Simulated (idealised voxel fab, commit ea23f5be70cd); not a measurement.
The document below concerns the process module designated voxel quadruple lines.
Shown is cross-section cut, with a width of 270 nm and square cells of size 5 nm.
Cross-section layout: square cells on a grid; listed as bands, top to bottom; a band spans one or more cell rows. First you get the band's top height and its bottom height, in nm, and then the materials it's made of, left to right, with each width in nm. If you see a single material with "everywhere", that one covers the band edge to edge. "blank" is empty space. Beneath 0, the wafer as received is one material, and that level is where height counting begins. The lowest band goes on downward without a bottom; it is written like "0 and below". Read "30->40" as a graded width: first number on top, second number at the bottom, same change between each pair of neighbouring rows. You'll sometimes find "no alteration" written for a step, and that's the way of saying that nowhere in the cross-section did a cell change during that step. You'll see "Voids, sealed" listing empty spaces that have no way open to the top, as long as they're 8 cells or more; the notation is width x height at distance, where the distance is from the left edge, and all of it is in nm. It should be noted that, on the line of a given step, the content following the step's settings is a remark produced by the simulator itself with respect to that step. If you see "overlay nm" on a step's line and that step has a mask, it's telling you how far right of where it was planned the mask ended up; a negative number means it went left instead.

Process steps foreseen in the plan
1 RECEIVE,material Si
2 CONFORMAL_DEP,material SiO2,thk nm 5
3 DIRECTIONAL_DEP,material W,thk nm 15
4 DIRECTIONAL_DEP,material polySi,thk nm 15
5 DIRECTIONAL_DEP,material aC,thk nm 25
6 PATTERN,tone cover,mask id MANDREL,material resist,width nm 30,pitch nm 80,thk nm 35,overlay nm 0
7 DIRECTIONAL_ETCH,etch materials aC,depth nm 25
8 STRIP,etch materials resist
9 CONFORMAL_DEP,material SiO2,thk nm 10
10 DIRECTIONAL_ETCH,etch materials SiO2,depth nm 10
11 STRIP,etch materials aC
12 DIRECTIONAL_ETCH,etch materials polySi,depth nm 15
13 STRIP,etch materials SiO2
14 CONFORMAL_DEP,material SiCN,thk nm 10
15 DIRECTIONAL_ETCH,etch materials SiCN,depth nm 5
16 STRIP,etch materials polySi
17 DIRECTIONAL_ETCH,etch materials W,depth nm 15
18 STRIP,etch materials SiCN
Same starting wafers, different depth nm at step 15. Plan value belongs to the first wafer.

Incoming state of the first of several wafers in cross-section: after step 1
- 0 and below  Si everywhere
- Voids, sealed: none

Where each wafer stands at the end of the module, a row apiece: cells of each material gained (+) or lost (-) since it was received, then closed voids
depth nm 5; +54 SiO2; +162 W; +24 polySi; Voids, sealed: none
depth nm 10; +54 SiO2; +48 W; Voids, sealed: none
depth nm 15; +54 SiO2; +48 W; Voids, sealed: none
depth nm 20; +54 SiO2; +48 W; Voids, sealed: none
depth nm 25; +54 SiO2; Voids, sealed: none
